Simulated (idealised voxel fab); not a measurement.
Name of the process module below: voxel capacitor over wiring
Cross-section cut spans 285 nm and uses square cells 5 nm in size.
Cross-section = grid of square cells, listed top down in bands; band = one or more rows.
This entry defines a band. It first specifies the height of the band's top and the height of its bottom in nm, and then specifies the band's materials from left to right, stating each material with its width in nm. The word "edge to edge" identifies a single material that fills the band from edge to edge, while the word "blank" identifies empty space.
The reference from which all heights are counted is 0, the level beneath which the as-received wafer is entirely one material; the lowest band, having no lower bound, proceeds downward and is written after the example "top 0, no bottom".
Read "30..40" as a graded width: first number on top, second number at the bottom, same change between each pair of neighbouring rows.
Where a step carries "nothing was modified", the cross-section came out of it unchanged, cell for cell.
"Entrapped void list": empty spaces of 8 cells or more with no open way to the top, each given as width x height at distance, distance from the left edge, all in nm.
Past the settings on a step's line: simulator remark, on that step.
The "overlay nm" setting may appear on a step's line; for a step that uses a mask, it gives how far to the right of its planned position the mask lay, and a negative value indicates the left.

PROCESS STEPS FORESEEN IN THE PLAN
| 1 | RECEIVE | material Si |
| 2 | CONFORMAL_DEP | material SiO2 | thk nm 10 |
| 3 | CONFORMAL_DEP | material SiN | thk nm 5 |
| 4 | DIRECTIONAL_DEP | material SiO2 | thk nm 20 |
| 5 | MASKED_ETCH | tone open | mask id METAL_1 | width nm 30 | pitch nm 90 | etch materials SiO2 | depth nm 20 | overlay nm 0 |
| 6 | MASKED_ETCH | tone open | mask id METAL_1 | width nm 30 | pitch nm 90 | etch materials SiN | depth nm 5 | overlay nm 0 |
| 7 | CONFORMAL_DEP | material TiN | thk nm 5 |
| 8 | FILL_DEP | material W | thk nm 5 |
| 9 | CMP | height nm 35 |
| 10 | CONFORMAL_DEP | material SiCN | thk nm 5 |
| 11 | DIRECTIONAL_DEP | material SiO2 | thk nm 15 |
| 12 | PATTERN | tone open | mask id PLUG_1 | material resist | width nm 15 | thk nm 15 | overlay nm 0 |
| 13 | DIRECTIONAL_ETCH | etch materials SiO2 | depth nm 15 |
| 14 | DIRECTIONAL_ETCH | etch materials SiCN | depth nm 5 |
| 15 | STRIP | etch materials resist |
| 16 | EPI | material Ru | thk nm 10 |
| 17 | EPI | material Ru | thk nm 10 |
| 18 | DIRECTIONAL_DEP | material TiN | thk nm 10 |
| 19 | DIRECTIONAL_DEP | material SiN | thk nm 5 |
| 20 | DIRECTIONAL_DEP | material TiN | thk nm 5 |
| 21 | DIRECTIONAL_DEP | material aC | thk nm 15 |
| 22 | PATTERN | tone cover | mask id UPPER_PLATE | material resist | width nm 65 | thk nm 30 | overlay nm 0 |
| 23 | DIRECTIONAL_ETCH | etch materials aC | depth nm 15 |
| 24 | STRIP | etch materials resist |
| 25 | DIRECTIONAL_ETCH | etch materials TiN | depth nm 5 |
| 26 | DIRECTIONAL_ETCH | etch materials SiN | depth nm 5 |
| 27 | STRIP | etch materials aC |
| 28 | DIRECTIONAL_DEP | material aC | thk nm 15 |
| 29 | PATTERN | tone cover | mask id LOWER_PLATE | material resist | width nm 75 | thk nm 35 | overlay nm 0 |
| 30 | DIRECTIONAL_ETCH | etch materials aC | depth nm 15 |
| 31 | STRIP | etch materials resist |
| 32 | DIRECTIONAL_ETCH | etch materials TiN | depth nm 10 |
| 33 | STRIP | etch materials aC |
| 34 | FILL_DEP | material SiO2 | thk nm 15 |
| 35 | CMP | height nm 85 |
| 36 | DIRECTIONAL_DEP | material aC | thk nm 15 |
| 37 | PATTERN | tone open | mask id PLUG_2 | material resist | width nm 15 | thk nm 35 | overlay nm 0 |
| 38 | DIRECTIONAL_ETCH | etch materials aC | depth nm 15 |
| 39 | STRIP | etch materials resist |
| 40 | DIRECTIONAL_ETCH | etch materials SiO2 | depth nm 10 |
| 41 | STRIP | etch materials aC |
| 42 | CONFORMAL_DEP | material TiN | thk nm 5 |
| 43 | FILL_DEP | material Ru | thk nm 5 |
| 44 | CMP | height nm 85 |
| 45 | CONFORMAL_DEP | material SiN | thk nm 5 |

FIRST OF TWO WAFERS, PROCESSED ACCORDING TO PLAN

CROSS-SECTION: WAFER ON ARRIVAL = AFTER STEP 1
> top 0, no bottom  Si edge to edge
> Entrapped void list: none

THE FOLLOWING CROSS-SECTION DEPICTS THE WAFER UPON COMPLETION OF STEP 2
> top 10, bottom 0  SiO2 edge to edge
> Whatever lies below 0 is exactly as it was before.

THE FOLLOWING CROSS-SECTION DEPICTS THE WAFER UPON COMPLETION OF STEP 3
> top 15, bottom 10  SiN edge to edge
> Whatever lies below 10 is exactly as it was before.

THE FOLLOWING CROSS-SECTION DEPICTS THE WAFER UPON COMPLETION OF STEP 4
> top 35, bottom 15  SiO2 edge to edge
> Whatever lies below 15 is exactly as it was before.

THE FOLLOWING CROSS-SECTION DEPICTS THE WAFER UPON COMPLETION OF STEP 5
> top 35, bottom 15  SiO2 (80) | blank (30) | SiO2 (60) | blank (30) | SiO2 (85)
> Whatever lies below 15 is exactly as it was before.

THE FOLLOWING CROSS-SECTION DEPICTS THE WAFER UPON COMPLETION OF STEP 6
> top 35, bottom 15  SiO2 (80) | blank (30) | SiO2 (60) | blank (30) | SiO2 (85)
> top 15, bottom 10  SiN (80) | blank (30) | SiN (60) | blank (30) | SiN (85)
> Whatever lies below 10 is exactly as it was before.

THE FOLLOWING CROSS-SECTION DEPICTS THE WAFER UPON COMPLETION OF STEP 7
> top 40, bottom 35  TiN (85) | blank (20) | TiN (70) | blank (20) | TiN (90)
> top 35, bottom 15  SiO2 (80) | TiN (5) | blank (20) | TiN (5) | SiO2 (60) | TiN (5) | blank (20) | TiN (5) | SiO2 (85)
> top 15, bottom 10  SiN (80) | TiN (30) | SiN (60) | TiN (30) | SiN (85)
> Whatever lies below 10 is exactly as it was before.

THE FOLLOWING CROSS-SECTION DEPICTS THE WAFER UPON COMPLETION OF STEP 8
> top 45, bottom 40  W edge to edge
> top 40, bottom 35  TiN (85) | W (20) | TiN (70) | W (20) | TiN (90)
> top 35, bottom 15  SiO2 (80) | TiN (5) | W (20) | TiN (5) | SiO2 (60) | TiN (5) | W (20) | TiN (5) | SiO2 (85)
> Whatever lies below 15 is exactly as it was before.

THE FOLLOWING CROSS-SECTION DEPICTS THE WAFER UPON COMPLETION OF STEP 9
> top 35, bottom 15  SiO2 (80) | TiN (5) | W (20) | TiN (5) | SiO2 (60) | TiN (5) | W (20) | TiN (5) | SiO2 (85)
> Whatever lies below 15 is exactly as it was before.

THE FOLLOWING CROSS-SECTION DEPICTS THE WAFER UPON COMPLETION OF STEP 10
> top 40, bottom 35  SiCN edge to edge
> Whatever lies below 35 is exactly as it was before.

THE FOLLOWING CROSS-SECTION DEPICTS THE WAFER UPON COMPLETION OF STEP 11
> top 55, bottom 40  SiO2 edge to edge
> Whatever lies below 40 is exactly as it was before.

THE FOLLOWING CROSS-SECTION DEPICTS THE WAFER UPON COMPLETION OF STEP 12
> top 70, bottom 55  resist (95) | blank (15) | resist (175)
> Whatever lies below 55 is exactly as it was before.

THE FOLLOWING CROSS-SECTION DEPICTS THE WAFER UPON COMPLETION OF STEP 13
> top 70, bottom 55  resist (95) | blank (15) | resist (175)
> top 55, bottom 40  SiO2 (95) | blank (15) | SiO2 (175)
> Whatever lies below 40 is exactly as it was before.

THE FOLLOWING CROSS-SECTION DEPICTS THE WAFER UPON COMPLETION OF STEP 14
> top 70, bottom 55  resist (95) | blank (15) | resist (175)
> top 55, bottom 40  SiO2 (95) | blank (15) | SiO2 (175)
> top 40, bottom 35  SiCN (95) | blank (15) | SiCN (175)
> Whatever lies below 35 is exactly as it was before.

THE FOLLOWING CROSS-SECTION DEPICTS THE WAFER UPON COMPLETION OF STEP 15
> top 55, bottom 40  SiO2 (95) | blank (15) | SiO2 (175)
> Whatever lies below 40 is exactly as it was before.

THE FOLLOWING CROSS-SECTION DEPICTS THE WAFER UPON COMPLETION OF STEP 16
> top 55, bottom 45  SiO2 (95) | blank (15) | SiO2 (175)
> top 45, bottom 40  SiO2 (95) | Ru (15) | SiO2 (175)
> top 40, bottom 35  SiCN (95) | Ru (15) | SiCN (175)
> Whatever lies below 35 is exactly as it was before.

THE FOLLOWING CROSS-SECTION DEPICTS THE WAFER UPON COMPLETION OF STEP 17
> top 55, bottom 40  SiO2 (95) | Ru (15) | SiO2 (175)
> Whatever lies below 40 is exactly as it was before.

THE FOLLOWING CROSS-SECTION DEPICTS THE WAFER UPON COMPLETION OF STEP 18
> top 65, bottom 55  TiN edge to edge
> Whatever lies below 55 is exactly as it was before.

THE FOLLOWING CROSS-SECTION DEPICTS THE WAFER UPON COMPLETION OF STEP 19
> top 70, bottom 65  SiN edge to edge
> Whatever lies below 65 is exactly as it was before.

THE FOLLOWING CROSS-SECTION DEPICTS THE WAFER UPON COMPLETION OF STEP 20
> top 75, bottom 70  TiN edge to edge
> Whatever lies below 70 is exactly as it was before.

THE FOLLOWING CROSS-SECTION DEPICTS THE WAFER UPON COMPLETION OF STEP 21
> top 90, bottom 75  aC edge to edge
> Whatever lies below 75 is exactly as it was before.

THE FOLLOWING CROSS-SECTION DEPICTS THE WAFER UPON COMPLETION OF STEP 22
> top 120, bottom 90  blank (95) | resist (65) | blank (125)
> Whatever lies below 90 is exactly as it was before.

THE FOLLOWING CROSS-SECTION DEPICTS THE WAFER UPON COMPLETION OF STEP 23
> top 105, bottom 90  blank (95) | resist (65) | blank (125)
> top 90, bottom 75  blank (95) | aC (65) | blank (125)
> Whatever lies below 75 is exactly as it was before.

THE FOLLOWING CROSS-SECTION DEPICTS THE WAFER UPON COMPLETION OF STEP 24
> top 90, bottom 75  blank (95) | aC (65) | blank (125)
> Whatever lies below 75 is exactly as it was before.

THE FOLLOWING CROSS-SECTION DEPICTS THE WAFER UPON COMPLETION OF STEP 25
> top 90, bottom 75  blank (95) | aC (65) | blank (125)
> top 75, bottom 70  blank (95) | TiN (65) | blank (125)
> Whatever lies below 70 is exactly as it was before.

THE FOLLOWING CROSS-SECTION DEPICTS THE WAFER UPON COMPLETION OF STEP 26
> top 90, bottom 75  blank (95) | aC (65) | blank (125)
> top 75, bottom 70  blank (95) | TiN (65) | blank (125)
> top 70, bottom 65  blank (95) | SiN (65) | blank (125)
> Whatever lies below 65 is exactly as it was before.

THE FOLLOWING CROSS-SECTION DEPICTS THE WAFER UPON COMPLETION OF STEP 27
> top 75, bottom 70  blank (95) | TiN (65) | blank (125)
> Whatever lies below 70 is exactly as it was before.

THE FOLLOWING CROSS-SECTION DEPICTS THE WAFER UPON COMPLETION OF STEP 28
> top 90, bottom 80  blank (95) | aC (65) | blank (125)
> top 80, bottom 75  aC edge to edge
> top 75, bottom 70  aC (95) | TiN (65) | aC (125)
> top 70, bottom 65  aC (95) | SiN (65) | aC (125)
> Whatever lies below 65 is exactly as it was before.

THE FOLLOWING CROSS-SECTION DEPICTS THE WAFER UPON COMPLETION OF STEP 29
> top 125, bottom 90  blank (90) | resist (75) | blank (120)
> top 90, bottom 80  blank (90) | resist (5) | aC (65) | resist (5) | blank (120)
> Whatever lies below 80 is exactly as it was before.

THE FOLLOWING CROSS-SECTION DEPICTS THE WAFER UPON COMPLETION OF STEP 30
> top 110, bottom 90  blank (90) | resist (75) | blank (120)
> top 90, bottom 80  blank (90) | resist (5) | aC (65) | resist (5) | blank (120)
> top 80, bottom 75  blank (90) | aC (75) | blank (120)
> top 75, bottom 70  blank (90) | aC (5) | TiN (65) | aC (5) | blank (120)
> top 70, bottom 65  blank (90) | aC (5) | SiN (65) | aC (5) | blank (120)
> Whatever lies below 65 is exactly as it was before.

THE FOLLOWING CROSS-SECTION DEPICTS THE WAFER UPON COMPLETION OF STEP 31
> top 90, bottom 80  blank (95) | aC (65) | blank (125)
> Whatever lies below 80 is exactly as it was before.

THE FOLLOWING CROSS-SECTION DEPICTS THE WAFER UPON COMPLETION OF STEP 32
> top 90, bottom 80  blank (95) | aC (65) | blank (125)
> top 80, bottom 75  blank (90) | aC (75) | blank (120)
> top 75, bottom 70  blank (90) | aC (5) | TiN (65) | aC (5) | blank (120)
> top 70, bottom 65  blank (90) | aC (5) | SiN (65) | aC (5) | blank (120)
> top 65, bottom 55  blank (90) | TiN (75) | blank (120)
> Whatever lies below 55 is exactly as it was before.

THE FOLLOWING CROSS-SECTION DEPICTS THE WAFER UPON COMPLETION OF STEP 33
> top 75, bottom 70  blank (95) | TiN (65) | blank (125)
> top 70, bottom 65  blank (95) | SiN (65) | blank (125)
> Whatever lies below 65 is exactly as it was before.

THE FOLLOWING CROSS-SECTION DEPICTS THE WAFER UPON COMPLETION OF STEP 34
> top 90, bottom 75  SiO2 edge to edge
> top 75, bottom 70  SiO2 (95) | TiN (65) | SiO2 (125)
> top 70, bottom 65  SiO2 (95) | SiN (65) | SiO2 (125)
> top 65, bottom 55  SiO2 (90) | TiN (75) | SiO2 (120)
> Whatever lies below 55 is exactly as it was before.

THE FOLLOWING CROSS-SECTION DEPICTS THE WAFER UPON COMPLETION OF STEP 35
> top 85, bottom 75  SiO2 edge to edge
> Whatever lies below 75 is exactly as it was before.

THE FOLLOWING CROSS-SECTION DEPICTS THE WAFER UPON COMPLETION OF STEP 36
> top 100, bottom 85  aC edge to edge
> Whatever lies below 85 is exactly as it was before.

THE FOLLOWING CROSS-SECTION DEPICTS THE WAFER UPON COMPLETION OF STEP 37
> top 135, bottom 100  resist (105) | blank (15) | resist (165)
> Whatever lies below 100 is exactly as it was before.

THE FOLLOWING CROSS-SECTION DEPICTS THE WAFER UPON COMPLETION OF STEP 38
> top 120, bottom 100  resist (105) | blank (15) | resist (165)
> top 100, bottom 85  aC (105) | blank (15) | aC (165)
> Whatever lies below 85 is exactly as it was before.

THE FOLLOWING CROSS-SECTION DEPICTS THE WAFER UPON COMPLETION OF STEP 39
> top 100, bottom 85  aC (105) | blank (15) | aC (165)
> Whatever lies below 85 is exactly as it was before.

THE FOLLOWING CROSS-SECTION DEPICTS THE WAFER UPON COMPLETION OF STEP 40
> top 100, bottom 85  aC (105) | blank (15) | aC (165)
> top 85, bottom 75  SiO2 (105) | blank (15) | SiO2 (165)
> Whatever lies below 75 is exactly as it was before.

THE FOLLOWING CROSS-SECTION DEPICTS THE WAFER UPON COMPLETION OF STEP 41
> top 85, bottom 75  SiO2 (105) | blank (15) | SiO2 (165)
> Whatever lies below 75 is exactly as it was before.

THE FOLLOWING CROSS-SECTION DEPICTS THE WAFER UPON COMPLETION OF STEP 42
> top 90, bottom 85  TiN (110) | blank (5) | TiN (170)
> top 85, bottom 80  SiO2 (105) | TiN (5) | blank (5) | TiN (5) | SiO2 (165)
> top 80, bottom 70  SiO2 (105..95) | TiN (15..65) | SiO2 (165..125)
> Whatever lies below 70 is exactly as it was before.

THE FOLLOWING CROSS-SECTION DEPICTS THE WAFER UPON COMPLETION OF STEP 43
> top 95, bottom 90  Ru edge to edge
> top 90, bottom 85  TiN (110) | Ru (5) | TiN (170)
> top 85, bottom 80  SiO2 (105) | TiN (5) | Ru (5) | TiN (5) | SiO2 (165)
> Whatever lies below 80 is exactly as it was before.

THE FOLLOWING CROSS-SECTION DEPICTS THE WAFER UPON COMPLETION OF STEP 44
> top 85, bottom 80  SiO2 (105) | TiN (5) | Ru (5) | TiN (5) | SiO2 (165)
> Whatever lies below 80 is exactly as it was before.

THE FOLLOWING CROSS-SECTION DEPICTS THE WAFER UPON COMPLETION OF STEP 45
> top 90, bottom 85  SiN edge to edge
> Whatever lies below 85 is exactly as it was before.

THE SECOND WAFER: COMMON ORIGIN AND PLAN, ONE MISTAKE IN EXECUTION, IDENTICAL TO THE FIRST THROUGH STEP 10

WHEN STEP 11 SHOULD HAVE ENDED
> top 70, bottom 40  SiO2 edge to edge
> Whatever lies below 40 is exactly as it was before.

WHEN STEP 12 SHOULD HAVE ENDED
> top 85, bottom 70  resist (95) | blank (15) | resist (175)
> Whatever lies below 70 is exactly as it was before.

WHEN STEP 13 SHOULD HAVE ENDED
> top 85, bottom 70  resist (95) | blank (15) | resist (175)
> top 70, bottom 55  SiO2 (95) | blank (15) | SiO2 (175)
> Whatever lies below 55 is exactly as it was before.

when step 14 should have ended: nothing was modified

WHEN STEP 15 SHOULD HAVE ENDED
> top 70, bottom 55  SiO2 (95) | blank (15) | SiO2 (175)
> Whatever lies below 55 is exactly as it was before.

when step 16 should have ended: nothing was modified

when step 17 should have ended: nothing was modified

WHEN STEP 18 SHOULD HAVE ENDED
> top 80, bottom 70  TiN (95) | blank (15) | TiN (175)
> top 70, bottom 65  SiO2 (95) | blank (15) | SiO2 (175)
> top 65, bottom 55  SiO2 (95) | TiN (15) | SiO2 (175)
> Whatever lies below 55 is exactly as it was before.

WHEN STEP 19 SHOULD HAVE ENDED
> top 85, bottom 80  SiN (95) | blank (15) | SiN (175)
> top 80, bottom 70  TiN (95) | blank (15) | TiN (175)
> top 70, bottom 65  SiO2 (95) | SiN (15) | SiO2 (175)
> Whatever lies below 65 is exactly as it was before.

WHEN STEP 20 SHOULD HAVE ENDED
> top 90, bottom 85  TiN (95) | blank (15) | TiN (175)
> top 85, bottom 80  SiN (95) | blank (15) | SiN (175)
> top 80, bottom 75  TiN (95) | blank (15) | TiN (175)
> top 75, bottom 70  TiN edge to edge
> Whatever lies below 70 is exactly as it was before.

WHEN STEP 21 SHOULD HAVE ENDED
> top 105, bottom 90  aC (95) | blank (15) | aC (175)
> top 90, bottom 85  TiN (95) | aC (15) | TiN (175)
> top 85, bottom 80  SiN (95) | aC (15) | SiN (175)
> top 80, bottom 75  TiN (95) | aC (15) | TiN (175)
> Whatever lies below 75 is exactly as it was before.

WHEN STEP 22 SHOULD HAVE ENDED
> top 135, bottom 105  blank (95) | resist (65) | blank (125)
> top 105, bottom 90  aC (95) | resist (15) | aC (175)
> Whatever lies below 90 is exactly as it was before.

WHEN STEP 23 SHOULD HAVE ENDED
> top 120, bottom 105  blank (95) | resist (65) | blank (125)
> top 105, bottom 90  blank (95) | resist (15) | aC (50) | blank (125)
> Whatever lies below 90 is exactly as it was before.

WHEN STEP 24 SHOULD HAVE ENDED
> top 105, bottom 90  blank (110) | aC (50) | blank (125)
> Whatever lies below 90 is exactly as it was before.

WHEN STEP 25 SHOULD HAVE ENDED
> top 105, bottom 90  blank (110) | aC (50) | blank (125)
> top 90, bottom 85  blank (95) | aC (15) | TiN (50) | blank (125)
> Whatever lies below 85 is exactly as it was before.

WHEN STEP 26 SHOULD HAVE ENDED
> top 105, bottom 90  blank (110) | aC (50) | blank (125)
> top 90, bottom 85  blank (95) | aC (15) | TiN (50) | blank (125)
> top 85, bottom 80  blank (95) | aC (15) | SiN (50) | blank (125)
> Whatever lies below 80 is exactly as it was before.

WHEN STEP 27 SHOULD HAVE ENDED
> top 90, bottom 85  blank (110) | TiN (50) | blank (125)
> top 85, bottom 80  blank (110) | SiN (50) | blank (125)
> top 80, bottom 75  TiN (95) | blank (15) | TiN (175)
> Whatever lies below 75 is exactly as it was before.

WHEN STEP 28 SHOULD HAVE ENDED
> top 105, bottom 95  blank (110) | aC (50) | blank (125)
> top 95, bottom 90  aC (95) | blank (15) | aC (175)
> top 90, bottom 85  aC (110) | TiN (50) | aC (125)
> top 85, bottom 80  aC (110) | SiN (50) | aC (125)
> top 80, bottom 75  TiN (95) | aC (15) | TiN (175)
> Whatever lies below 75 is exactly as it was before.

WHEN STEP 29 SHOULD HAVE ENDED
> top 140, bottom 105  blank (90) | resist (75) | blank (120)
> top 105, bottom 95  blank (90) | resist (20) | aC (50) | resist (5) | blank (120)
> top 95, bottom 90  aC (95) | resist (15) | aC (175)
> Whatever lies below 90 is exactly as it was before.

WHEN STEP 30 SHOULD HAVE ENDED
> top 125, bottom 105  blank (90) | resist (75) | blank (120)
> top 105, bottom 95  blank (90) | resist (20) | aC (50) | resist (5) | blank (120)
> top 95, bottom 90  blank (90) | aC (5) | resist (15) | aC (55) | blank (120)
> top 90, bottom 85  blank (90) | aC (20) | TiN (50) | aC (5) | blank (120)
> top 85, bottom 80  blank (90) | aC (20) | SiN (50) | aC (5) | blank (120)
> Whatever lies below 80 is exactly as it was before.

WHEN STEP 31 SHOULD HAVE ENDED
> top 105, bottom 95  blank (110) | aC (50) | blank (125)
> top 95, bottom 90  blank (90) | aC (5) | blank (15) | aC (55) | blank (120)
> Whatever lies below 90 is exactly as it was before.

WHEN STEP 32 SHOULD HAVE ENDED
> top 105, bottom 95  blank (110) | aC (50) | blank (125)
> top 95, bottom 90  blank (90) | aC (5) | blank (15) | aC (55) | blank (120)
> top 90, bottom 85  blank (90) | aC (20) | TiN (50) | aC (5) | blank (120)
> top 85, bottom 80  blank (90) | aC (20) | SiN (50) | aC (5) | blank (120)
> top 80, bottom 75  blank (90) | TiN (5) | aC (15) | TiN (55) | blank (120)
> top 75, bottom 70  blank (90) | TiN (75) | blank (120)
> Whatever lies below 70 is exactly as it was before.

WHEN STEP 33 SHOULD HAVE ENDED
> top 90, bottom 85  blank (110) | TiN (50) | blank (125)
> top 85, bottom 80  blank (110) | SiN (50) | blank (125)
> top 80, bottom 75  blank (90) | TiN (5) | blank (15) | TiN (55) | blank (120)
> Whatever lies below 75 is exactly as it was before.

WHEN STEP 34 SHOULD HAVE ENDED
> top 105, bottom 90  SiO2 edge to edge
> top 90, bottom 85  SiO2 (110) | TiN (50) | SiO2 (125)
> top 85, bottom 80  SiO2 (110) | SiN (50) | SiO2 (125)
> top 80, bottom 75  SiO2 (90) | TiN (5) | SiO2 (15) | TiN (55) | SiO2 (120)
> top 75, bottom 70  SiO2 (90) | TiN (75) | SiO2 (120)
> Whatever lies below 70 is exactly as it was before.

WHEN STEP 35 SHOULD HAVE ENDED
> top 85, bottom 80  SiO2 (110) | SiN (50) | SiO2 (125)
> Whatever lies below 80 is exactly as it was before.

WHEN STEP 36 SHOULD HAVE ENDED
> top 100, bottom 85  aC edge to edge
> Whatever lies below 85 is exactly as it was before.

WHEN STEP 37 SHOULD HAVE ENDED
> top 135, bottom 100  resist (105) | blank (15) | resist (165)
> Whatever lies below 100 is exactly as it was before.

WHEN STEP 38 SHOULD HAVE ENDED
> top 120, bottom 100  resist (105) | blank (15) | resist (165)
> top 100, bottom 85  aC (105) | blank (15) | aC (165)
> Whatever lies below 85 is exactly as it was before.

WHEN STEP 39 SHOULD HAVE ENDED
> top 100, bottom 85  aC (105) | blank (15) | aC (165)
> Whatever lies below 85 is exactly as it was before.

WHEN STEP 40 SHOULD HAVE ENDED
> top 100, bottom 85  aC (105) | blank (15) | aC (165)
> top 85, bottom 80  SiO2 (105) | blank (5) | SiN (50) | SiO2 (125)
> top 80, bottom 75  SiO2 (90) | TiN (5) | SiO2 (10) | blank (5) | TiN (55) | SiO2 (120)
> Whatever lies below 75 is exactly as it was before.

WHEN STEP 41 SHOULD HAVE ENDED
> top 85, bottom 80  SiO2 (105) | blank (5) | SiN (50) | SiO2 (125)
> Whatever lies below 80 is exactly as it was before.

WHEN STEP 42 SHOULD HAVE ENDED
> top 90, bottom 85  TiN edge to edge
> top 85, bottom 80  SiO2 (105) | TiN (5) | SiN (50) | SiO2 (125)
> top 80, bottom 75  SiO2 (90) | TiN (5) | SiO2 (10) | TiN (60) | SiO2 (120)
> Whatever lies below 75 is exactly as it was before.

WHEN STEP 43 SHOULD HAVE ENDED
> top 95, bottom 90  Ru edge to edge
> Whatever lies below 90 is exactly as it was before.

WHEN STEP 44 SHOULD HAVE ENDED
> top 85, bottom 80  SiO2 (105) | TiN (5) | SiN (50) | SiO2 (125)
> Whatever lies below 80 is exactly as it was before.

WHEN STEP 45 SHOULD HAVE ENDED
> top 90, bottom 85  SiN edge to edge
> Whatever lies below 85 is exactly as it was before.
Short version of what went wrong: the plan had its step 11 run twice
Once processing is complete, comparing cell counts shows that the second wafer has more or fewer of certain materials than the first: -13 Ru, +3 SiCN, +23 SiO2, -13 TiN
